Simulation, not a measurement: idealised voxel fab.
process module | voxel tone inversion
cross-section cut | 275 nm wide | cells 5 nm
A cross-section is a grid of square cells, given in bands from the top down. A band is one or more rows of cells.
Each band's line starts with the height of the band's top and of its bottom, in nm. Then come its materials from left to right, each with its width in nm. One material with "throughout" fills the band from edge to edge. "air" is empty space.
Height 0 is the level under which the wafer as received is all one material. The lowest band goes on downwards, as in "0 down".
A width such as "30 to 40" changes by the same amount from each row of cells to the next, from the band's top row to its bottom row.
"no change" after a step means that no cell of the cross-section changed.
closed voids: empty space of 8 cells or more with no open way to the top, each as width x height at its distance from the left edge, in nm
after a step's settings: what the simulator itself notes on the step
overlay nm, on a step with a mask: how far to the right of its planned place the mask lay; to the left if negative
Each pair below shows a cross-section before one step and the cross-section after it, down to the lowest band that changed. The line under each pair gives the step between them, with its settings. The pairs can come from different runs of this module on the same starting wafer, so a pair continues from the pair above only where its "before" says so.
before
  0 down: Si throughout
  closed voids: none
after
  10 to 0: SiN throughout
  below 0: unchanged
  closed voids: none
the step between: op CONFORMAL_DEP | material SiN | thk nm 10
before: the cross-section after the pair above
after
  30 to 10: polySi throughout
  below 10: unchanged
  closed voids: none
the step between: op DIRECTIONAL_DEP | material polySi | thk nm 20
before: the cross-section after the pair above
after
  60 to 30: air 85 | resist 25 | air 15 | resist 25 | air 15 | resist 25 | air 85
  below 30: unchanged
  closed voids: none
the step between: op PATTERN | tone cover | mask id POSTS | material resist | width nm 25 | pitch nm 40 | thk nm 30 | overlay nm 0
before: the cross-section after the pair above
after
  60 to 30: air 85 | resist 25 | air 15 | resist 25 | air 15 | resist 25 | air 85
  30 to 10: air 85 | polySi 25 | air 15 | polySi 25 | air 15 | polySi 25 | air 85
  below 10: unchanged
  closed voids: none
the step between: op DIRECTIONAL_ETCH | etch materials polySi | depth nm 20
before: the cross-section after the pair above
after
  30 to 10: air 85 | polySi 25 | air 15 | polySi 25 | air 15 | polySi 25 | air 85
  below 10: unchanged
  closed voids: none
the step between: op STRIP | etch materials resist
before: the cross-section after the pair above
after
  35 to 30: lowk throughout
  30 to 10: lowk 85 | polySi 25 | lowk 15 | polySi 25 | lowk 15 | polySi 25 | lowk 85
  below 10: unchanged
  closed voids: none
the step between: op FILL_DEP | material lowk | thk nm 5
before: the cross-section after the pair above
after
  30 to 10: lowk 85 | polySi 25 | lowk 15 | polySi 25 | lowk 15 | polySi 25 | lowk 85
  below 10: unchanged
  closed voids: none
the step between: op CMP | height nm 30
before: the cross-section after the pair above
after
  30 to 10: lowk 85 | air 25 | lowk 15 | air 25 | lowk 15 | air 25 | lowk 85
  below 10: unchanged
  closed voids: none
the step between: op STRIP | etch materials polySi
before
  35 to 30: lowk throughout
  30 to 10: lowk 85 | polySi 25 | lowk 15 | polySi 25 | lowk 15 | polySi 25 | lowk 85
  10 to 0: SiN throughout
  0 down: Si throughout
  closed voids: none
after
  40 to 30: lowk throughout
  below 30: unchanged
  closed voids: none
the step between: op FILL_DEP | material lowk | thk nm 5
before: the cross-section after the pair above
after
  30 to 10: lowk 85 | polySi 25 | lowk 15 | polySi 25 | lowk 15 | polySi 25 | lowk 85
  below 10: unchanged
  closed voids: none
the step between: op CMP | height nm 30
before
  0 down: Si throughout
  closed voids: none
after
  20 to 0: polySi throughout
  below 0: unchanged
  closed voids: none
the step between: op DIRECTIONAL_DEP | material polySi | thk nm 20
before: the cross-section after the pair above
after
  30 to 20: SiN throughout
  below 20: unchanged
  closed voids: none
the step between: op CONFORMAL_DEP | material SiN | thk nm 10
before: the cross-section after the pair above
after
  60 to 30: air 85 | resist 25 | air 15 | resist 25 | air 15 | resist 25 | air 85
  below 30: unchanged
  closed voids: none
the step between: op PATTERN | tone cover | mask id POSTS | material resist | width nm 25 | pitch nm 40 | thk nm 30 | overlay nm 0
before: the cross-section after the pair above
after
  30 to 20: SiN throughout
  below 20: unchanged
  closed voids: none
the step between: op STRIP | etch materials resist
before: the cross-section after the pair above
after
  35 to 30: lowk throughout
  below 30: unchanged
  closed voids: none
the step between: op FILL_DEP | material lowk | thk nm 5
before: the cross-section after the pair above
after
  30 to 20: SiN throughout
  below 20: unchanged
  closed voids: none
the step between: op CMP | height nm 30
before
  35 to 30: lowk throughout
  30 to 10: lowk 85 | polySi 25 | lowk 15 | polySi 25 | lowk 15 | polySi 25 | lowk 85
  10 to 0: SiN throughout
  0 down: Si throughout
  closed voids: none
after
  20 to 10: lowk 85 | polySi 25 | lowk 15 | polySi 25 | lowk 15 | polySi 25 | lowk 85
  below 10: unchanged
  closed voids: none
the step between: op CMP | height nm 20
before: the cross-section after the pair above
after
  20 to 10: lowk 85 | air 25 | lowk 15 | air 25 | lowk 15 | air 25 | lowk 85
  below 10: unchanged
  closed voids: none
the step between: op STRIP | etch materials polySi
before
  30 to 10: polySi throughout
  10 to 0: SiN throughout
  0 down: Si throughout
  closed voids: none
after
  60 to 30: air 90 | resist 15 | air 25 | resist 15 | air 25 | resist 15 | air 90
  below 30: unchanged
  closed voids: none
the step between: op PATTERN | tone cover | mask id POSTS | material resist | width nm 15 | pitch nm 40 | thk nm 30 | overlay nm 0
before: the cross-section after the pair above
after
  60 to 30: air 90 | resist 15 | air 25 | resist 15 | air 25 | resist 15 | air 90
  30 to 10: air 90 | polySi 15 | air 25 | polySi 15 | air 25 | polySi 15 | air 90
  below 10: unchanged
  closed voids: none
the step between: op DIRECTIONAL_ETCH | etch materials polySi | depth nm 20
before: the cross-section after the pair above
after
  30 to 10: air 90 | polySi 15 | air 25 | polySi 15 | air 25 | polySi 15 | air 90
  below 10: unchanged
  closed voids: none
the step between: op STRIP | etch materials resist
before: the cross-section after the pair above
after
  35 to 30: lowk throughout
  30 to 10: lowk 90 | polySi 15 | lowk 25 | polySi 15 | lowk 25 | polySi 15 | lowk 90
  below 10: unchanged
  closed voids: none
the step between: op FILL_DEP | material lowk | thk nm 5
before: the cross-section after the pair above
after
  30 to 10: lowk 90 | polySi 15 | lowk 25 | polySi 15 | lowk 25 | polySi 15 | lowk 90
  below 10: unchanged
  closed voids: none
the step between: op CMP | height nm 30
before: the cross-section after the pair above
after
  30 to 10: lowk 90 | air 15 | lowk 25 | air 15 | lowk 25 | air 15 | lowk 90
  below 10: unchanged
  closed voids: none
the step between: op STRIP | etch materials polySi
before
  30 to 10: polySi throughout
  10 to 0: SiN throughout
  0 down: Si throughout
  closed voids: none
after
  60 to 30: air 95 | resist 25 | air 15 | resist 25 | air 15 | resist 25 | air 75
  below 30: unchanged
  closed voids: none
the step between: op PATTERN | tone cover | mask id POSTS | material resist | width nm 25 | pitch nm 40 | thk nm 30 | overlay nm 10
before: the cross-section after the pair above
after
  60 to 30: air 95 | resist 25 | air 15 | resist 25 | air 15 | resist 25 | air 75
  30 to 10: air 95 | polySi 25 | air 15 | polySi 25 | air 15 | polySi 25 | air 75
  below 10: unchanged
  closed voids: none
the step between: op DIRECTIONAL_ETCH | etch materials polySi | depth nm 20
before: the cross-section after the pair above
after
  30 to 10: air 95 | polySi 25 | air 15 | polySi 25 | air 15 | polySi 25 | air 75
  below 10: unchanged
  closed voids: none
the step between: op STRIP | etch materials resist
before: the cross-section after the pair above
after
  35 to 30: lowk throughout
  30 to 10: lowk 95 | polySi 25 | lowk 15 | polySi 25 | lowk 15 | polySi 25 | lowk 75
  below 10: unchanged
  closed voids: none
the step between: op FILL_DEP | material lowk | thk nm 5
before: the cross-section after the pair above
after
  30 to 10: lowk 95 | polySi 25 | lowk 15 | polySi 25 | lowk 15 | polySi 25 | lowk 75
  below 10: unchanged
  closed voids: none
the step between: op CMP | height nm 30
before: the cross-section after the pair above
after
  30 to 10: lowk 95 | air 25 | lowk 15 | air 25 | lowk 15 | air 25 | lowk 75
  below 10: unchanged
  closed voids: none
the step between: op STRIP | etch materials polySi
before
  10 to 0: SiN throughout
  0 down: Si throughout
  closed voids: none
after
  30 to 10: lowk throughout
  below 10: unchanged
  closed voids: none
the step between: op DIRECTIONAL_DEP | material lowk | thk nm 20
before: the cross-section after the pair above
after
  60 to 30: air 85 | resist 25 | air 15 | resist 25 | air 15 | resist 25 | air 85
  below 30: unchanged
  closed voids: none
the step between: op PATTERN | tone cover | mask id POSTS | material resist | width nm 25 | pitch nm 40 | thk nm 30 | overlay nm 0
before: the cross-section after the pair above
after
  30 to 10: lowk throughout
  below 10: unchanged
  closed voids: none
the step between: op STRIP | etch materials resist
before: the cross-section after the pair above
after
  35 to 10: lowk throughout
  below 10: unchanged
  closed voids: none
the step between: op FILL_DEP | material lowk | thk nm 5
before: the cross-section after the pair above
after
  30 to 10: lowk throughout
  below 10: unchanged
  closed voids: none
the step between: op CMP | height nm 30
before
  30 to 10: polySi throughout
  10 to 0: SiN throughout
  0 down: Si throughout
  closed voids: none
after
  60 to 30: resist 85 | air 25 | resist 15 | air 25 | resist 15 | air 25 | resist 85
  below 30: unchanged
  closed voids: none
the step between: op PATTERN | tone open | mask id POSTS | material resist | width nm 25 | pitch nm 40 | thk nm 30 | overlay nm 0
before: the cross-section after the pair above
after
  60 to 30: resist 85 | air 25 | resist 15 | air 25 | resist 15 | air 25 | resist 85
  30 to 10: polySi 85 | air 25 | polySi 15 | air 25 | polySi 15 | air 25 | polySi 85
  below 10: unchanged
  closed voids: none
the step between: op DIRECTIONAL_ETCH | etch materials polySi | depth nm 20
before: the cross-section after the pair above
after
  30 to 10: polySi 85 | air 25 | polySi 15 | air 25 | polySi 15 | air 25 | polySi 85
  below 10: unchanged
  closed voids: none
the step between: op STRIP | etch materials resist
before: the cross-section after the pair above
after
  35 to 30: lowk throughout
  30 to 10: polySi 85 | lowk 25 | polySi 15 | lowk 25 | polySi 15 | lowk 25 | polySi 85
  below 10: unchanged
  closed voids: none
the step between: op FILL_DEP | material lowk | thk nm 5
before: the cross-section after the pair above
after
  30 to 10: polySi 85 | lowk 25 | polySi 15 | lowk 25 | polySi 15 | lowk 25 | polySi 85
  below 10: unchanged
  closed voids: none
the step between: op CMP | height nm 30
before: the cross-section after the pair above
after
  30 to 10: air 85 | lowk 25 | air 15 | lowk 25 | air 15 | lowk 25 | air 85
  below 10: unchanged
  closed voids: none
the step between: op STRIP | etch materials polySi
